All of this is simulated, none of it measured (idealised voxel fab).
Process module heading - voxel tone inversion
Pictured: cross-section cut, 210 nm wide, on a grid of 5 nm square cells.
If you're reading a cross-section in this doc, picture square cells in a grid; it comes to you as bands, top ones listed first down to the bottom, and a band can be one or more rows of cells.
Each band's line starts with the height of the band's top and of its bottom, in nm. Then come its materials from left to right, each with its width in nm. One material with "throughout" fills the band from edge to edge. "blank" is empty space.
For the purposes of this specification, 0 denotes the height below which the wafer in its as-received condition is composed wholly of one material, and the lowermost band, lacking a lower limit, extends downward without end, as expressed in "0 and below".
A two-number width, for instance "30->40", indicates that the width is equal to the first number in the top row of the band and to the second number in the bottom row, and that it changes by a constant amount per row of cells.
"no change" after a step means that no cell of the cross-section changed.
So "Catalogued sealed voids" is basically the list of trapped voids: any empty space of 8 cells or more that can't reach the top through an opening. They're written width x height at distance, the distance being from the left edge, and it's all nm.
Formally, on a step line, whatever follows the settings is a remark that the simulator itself makes on the step.
The optional step-line setting "overlay nm" applies to steps with a mask and quantifies how far to the right of its planned location the mask lay, a negative value indicating leftward placement.

STEPS IN THE PROCESS PLAN
1: RECEIVE,material Si
2: CONFORMAL_DEP,material SiN,thk nm 10
3: DIRECTIONAL_DEP,material aC,thk nm 25
4: PATTERN,tone cover,mask id POSTS,material resist,width nm 20,pitch nm 40,thk nm 30,overlay nm 0
5: DIRECTIONAL_ETCH,etch materials aC,depth nm 25
6: STRIP,etch materials resist
7: FILL_DEP,material lowk,thk nm 10
8: CMP,height nm 35
9: STRIP,etch materials aC
10: CONFORMAL_DEP,material TiN,thk nm 5
11: FILL_DEP,material W,thk nm 5
12: CMP,height nm 35
13: CONFORMAL_DEP,material SiCN,thk nm 5

FIRST WAFER, AS PLANNED

STEP 1 COMPLETE: CROSS-SECTION OF THE WAFER AS RECEIVED
- 0 and below  Si throughout
- Catalogued sealed voids: none

THE WAFER IN CROSS-SECTION ONCE STEP 2 IS COMPLETE
- 10 down to 0  SiN throughout
- Everything under 0 stays put, no change at all.

THE WAFER IN CROSS-SECTION ONCE STEP 3 IS COMPLETE
- 35 down to 10  aC throughout
- Everything under 10 stays put, no change at all.

THE WAFER IN CROSS-SECTION ONCE STEP 4 IS COMPLETE
- 65 down to 35  blank 75 nm / resist 20 nm / blank 20 nm / resist 20 nm / blank 75 nm
- Everything under 35 stays put, no change at all.

THE WAFER IN CROSS-SECTION ONCE STEP 5 IS COMPLETE
- 40 down to 35  blank 75 nm / resist 20 nm / blank 20 nm / resist 20 nm / blank 75 nm
- 35 down to 10  blank 75 nm / aC 20 nm / blank 20 nm / aC 20 nm / blank 75 nm
- Everything under 10 stays put, no change at all.

THE WAFER IN CROSS-SECTION ONCE STEP 6 IS COMPLETE
- 35 down to 10  blank 75 nm / aC 20 nm / blank 20 nm / aC 20 nm / blank 75 nm
- Everything under 10 stays put, no change at all.

THE WAFER IN CROSS-SECTION ONCE STEP 7 IS COMPLETE
- 45 down to 35  lowk throughout
- 35 down to 10  lowk 75 nm / aC 20 nm / lowk 20 nm / aC 20 nm / lowk 75 nm
- Everything under 10 stays put, no change at all.

THE WAFER IN CROSS-SECTION ONCE STEP 8 IS COMPLETE
- 35 down to 10  lowk 75 nm / aC 20 nm / lowk 20 nm / aC 20 nm / lowk 75 nm
- Everything under 10 stays put, no change at all.

THE WAFER IN CROSS-SECTION ONCE STEP 9 IS COMPLETE
- 35 down to 10  lowk 75 nm / blank 20 nm / lowk 20 nm / blank 20 nm / lowk 75 nm
- Everything under 10 stays put, no change at all.

THE WAFER IN CROSS-SECTION ONCE STEP 10 IS COMPLETE
- 40 down to 35  TiN 80 nm / blank 10 nm / TiN 30 nm / blank 10 nm / TiN 80 nm
- 35 down to 15  lowk 75 nm / TiN 5 nm / blank 10 nm / TiN 5 nm / lowk 20 nm / TiN 5 nm / blank 10 nm / TiN 5 nm / lowk 75 nm
- 15 down to 10  lowk 75 nm / TiN 20 nm / lowk 20 nm / TiN 20 nm / lowk 75 nm
- Everything under 10 stays put, no change at all.

THE WAFER IN CROSS-SECTION ONCE STEP 11 IS COMPLETE
- 45 down to 40  W throughout
- 40 down to 35  TiN 80 nm / W 10 nm / TiN 30 nm / W 10 nm / TiN 80 nm
- 35 down to 15  lowk 75 nm / TiN 5 nm / W 10 nm / TiN 5 nm / lowk 20 nm / TiN 5 nm / W 10 nm / TiN 5 nm / lowk 75 nm
- Everything under 15 stays put, no change at all.

THE WAFER IN CROSS-SECTION ONCE STEP 12 IS COMPLETE
- 35 down to 15  lowk 75 nm / TiN 5 nm / W 10 nm / TiN 5 nm / lowk 20 nm / TiN 5 nm / W 10 nm / TiN 5 nm / lowk 75 nm
- Everything under 15 stays put, no change at all.

THE WAFER IN CROSS-SECTION ONCE STEP 13 IS COMPLETE
- 40 down to 35  SiCN throughout
- Everything under 35 stays put, no change at all.

SECOND WAFER. START AND PLAN AS FOR THE FIRST. ONE MISTAKE MADE IN RUNNING. AGREES WITH THE FIRST UP TO AND INCLUDING STEP 3

PLANNED END OF STEP 4: SECOND WAFER, CROSS-SECTION
- 65 down to 35  blank 65 nm / resist 20 nm / blank 20 nm / resist 20 nm / blank 85 nm
- Everything under 35 stays put, no change at all.

PLANNED END OF STEP 5: SECOND WAFER, CROSS-SECTION
- 40 down to 35  blank 65 nm / resist 20 nm / blank 20 nm / resist 20 nm / blank 85 nm
- 35 down to 10  blank 65 nm / aC 20 nm / blank 20 nm / aC 20 nm / blank 85 nm
- Everything under 10 stays put, no change at all.

PLANNED END OF STEP 6: SECOND WAFER, CROSS-SECTION
- 35 down to 10  blank 65 nm / aC 20 nm / blank 20 nm / aC 20 nm / blank 85 nm
- Everything under 10 stays put, no change at all.

PLANNED END OF STEP 7: SECOND WAFER, CROSS-SECTION
- 45 down to 35  lowk throughout
- 35 down to 10  lowk 65 nm / aC 20 nm / lowk 20 nm / aC 20 nm / lowk 85 nm
- Everything under 10 stays put, no change at all.

PLANNED END OF STEP 8: SECOND WAFER, CROSS-SECTION
- 35 down to 10  lowk 65 nm / aC 20 nm / lowk 20 nm / aC 20 nm / lowk 85 nm
- Everything under 10 stays put, no change at all.

PLANNED END OF STEP 9: SECOND WAFER, CROSS-SECTION
- 35 down to 10  lowk 65 nm / blank 20 nm / lowk 20 nm / blank 20 nm / lowk 85 nm
- Everything under 10 stays put, no change at all.

PLANNED END OF STEP 10: SECOND WAFER, CROSS-SECTION
- 40 down to 35  TiN 70 nm / blank 10 nm / TiN 30 nm / blank 10 nm / TiN 90 nm
- 35 down to 15  lowk 65 nm / TiN 5 nm / blank 10 nm / TiN 5 nm / lowk 20 nm / TiN 5 nm / blank 10 nm / TiN 5 nm / lowk 85 nm
- 15 down to 10  lowk 65 nm / TiN 20 nm / lowk 20 nm / TiN 20 nm / lowk 85 nm
- Everything under 10 stays put, no change at all.

PLANNED END OF STEP 11: SECOND WAFER, CROSS-SECTION
- 45 down to 40  W throughout
- 40 down to 35  TiN 70 nm / W 10 nm / TiN 30 nm / W 10 nm / TiN 90 nm
- 35 down to 15  lowk 65 nm / TiN 5 nm / W 10 nm / TiN 5 nm / lowk 20 nm / TiN 5 nm / W 10 nm / TiN 5 nm / lowk 85 nm
- Everything under 15 stays put, no change at all.

PLANNED END OF STEP 12: SECOND WAFER, CROSS-SECTION
- 35 down to 15  lowk 65 nm / TiN 5 nm / W 10 nm / TiN 5 nm / lowk 20 nm / TiN 5 nm / W 10 nm / TiN 5 nm / lowk 85 nm
- Everything under 15 stays put, no change at all.

PLANNED END OF STEP 13: SECOND WAFER, CROSS-SECTION
- 40 down to 35  SiCN throughout
- Everything under 35 stays put, no change at all.
Finding, execution versus plan: step 4 changed vs plan, executed as PATTERN,tone cover,mask id POSTS,material resist,width nm 20,pitch nm 40,thk nm 30,overlay nm -10
Comparing end states, the material composition by cell count is preserved from the first wafer to the second, while the locations of the cells are not.
